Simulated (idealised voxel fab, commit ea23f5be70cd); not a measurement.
Process module in this document: voxel self aligned vias
Square cells of 5 nm make up the cross-section cut, whose width is 245 nm.
For the purposes of this document, a cross-section shall be understood as a grid of square cells, specified as bands listed in top-to-bottom order, each band consisting of one or more rows of cells. Read a band's entry like this: the first values are the height of its top and the height of its bottom in nm, and what follows is the sequence of materials from left to right, each with its width in nm. Note that "air" is empty space, and that a single material marked "full width" reaches across the band from edge to edge. Heights are measured from 0, the level below which the as-received wafer is all one material; the lowest band has no bottom and continues downward, written as in "top 0, no bottom". A width given as "30->40" starts at the first number in the band's top row and ends at the second number in its bottom row, shifting by an equal amount at every step from row to row. The cross-section has no changed cell in any step marked "remained unchanged". Listed in "Enclosed void entries": every empty space of 8 or more cells without an open way to the top. Form: width x height at distance, the distance being from the left edge, all in nm. Past the settings on a step's line: simulator remark, on that step. You can add "overlay nm" to a step's line. For a step with a mask, it describes how far the mask lay to the right of its planned position, and a negative number describes a lay to the left.
Planned step list for the process:
step 1: RECEIVE | material Si
step 2: CONFORMAL_DEP | material SiO2 | thk nm 10
step 3: CONFORMAL_DEP | material SiCN | thk nm 5
step 4: DIRECTIONAL_DEP | material SiO2 | thk nm 20
step 5: DIRECTIONAL_DEP | material aC | thk nm 10
step 6: PATTERN | tone open | mask id LINES | material resist | width nm 30 | pitch nm 60 | thk nm 30 | overlay nm 0
step 7: DIRECTIONAL_ETCH | etch materials aC | depth nm 10
step 8: STRIP | etch materials resist
step 9: DIRECTIONAL_ETCH | etch materials SiO2 | depth nm 20
step 10: STRIP | etch materials aC
step 11: CONFORMAL_DEP | material TiN | thk nm 5
step 12: FILL_DEP | material W | thk nm 10
step 13: CMP | height nm 35
step 14: SELECTIVE_ETCH | etch materials W Ru TiN | depth nm 10
step 15: FILL_DEP | material SiN | thk nm 10
step 16: CMP | height nm 35
step 17: DIRECTIONAL_DEP | material SiO2 | thk nm 15
step 18: MASKED_ETCH | tone open | mask id VIAS | width nm 40 | etch materials SiO2 | depth nm 15 | overlay nm 0
step 19: MASKED_ETCH | tone open | mask id VIAS | width nm 40 | etch materials SiN | depth nm 10 | overlay nm 0
step 20: CONFORMAL_DEP | material TiN | thk nm 5
step 21: FILL_DEP | material W | thk nm 5
step 22: CMP | height nm 50
step 23: CONFORMAL_DEP | material SiN | thk nm 5
Cross-section of the wafer as it came to us, i.e., already through step 1:
top 0, no bottom | Si full width
Enclosed void entries: none
First wafer at the end, as planned:
top 55, bottom 50 | SiN full width
top 50, bottom 40 | SiO2 (70) | TiN (5) | W (30) | TiN (5) | SiO2 (135)
top 40, bottom 35 | SiO2 (70) | TiN (10) | W (20) | TiN (10) | SiO2 (135)
top 35, bottom 30 | SiO2 (75) | TiN (5) | W (20) | TiN (5) | SiO2 (30) | SiN (30) | SiO2 (80)
top 30, bottom 25 | SiO2 (75) | TiN (30) | SiO2 (30) | SiN (30) | SiO2 (80)
top 25, bottom 20 | SiO2 (75) | TiN (5) | W (20) | TiN (5) | SiO2 (30) | TiN (5) | W (20) | TiN (5) | SiO2 (80)
top 20, bottom 15 | SiO2 (75) | TiN (30) | SiO2 (30) | TiN (30) | SiO2 (80)
top 15, bottom 10 | SiCN full width
top 10, bottom 0 | SiO2 full width
top 0, no bottom | Si full width
Enclosed void entries: none
Now the second wafer, cross-sectioned at the end of the module. Nothing different at the start, nothing different in the plan compared with the first, just one mistake when it was actually run:
top 55, bottom 50 | SiN full width
top 50, bottom 35 | SiO2 (70) | TiN (5) | W (30) | TiN (5) | SiO2 (135)
top 35, bottom 30 | SiO2 (70) | TiN (5) | W (30) | TiN (5) | SiO2 (25) | SiN (30) | SiO2 (80)
top 30, bottom 25 | SiO2 (70) | TiN (40) | SiO2 (25) | SiN (30) | SiO2 (80)
top 25, bottom 20 | SiO2 (70) | TiN (10) | W (20) | TiN (10) | SiO2 (25) | TiN (5) | W (20) | TiN (5) | SiO2 (80)
top 20, bottom 15 | SiO2 (75) | TiN (30) | SiO2 (30) | TiN (30) | SiO2 (80)
top 15, bottom 10 | SiCN full width
top 10, bottom 0 | SiO2 full width
top 0, no bottom | Si full width
Enclosed void entries: none
What broke from the plan during processing? plan step 18 ran twice
Final cells, second wafer relative to first, materials higher or lower: -6 SiO2; +2 TiN; +4 W
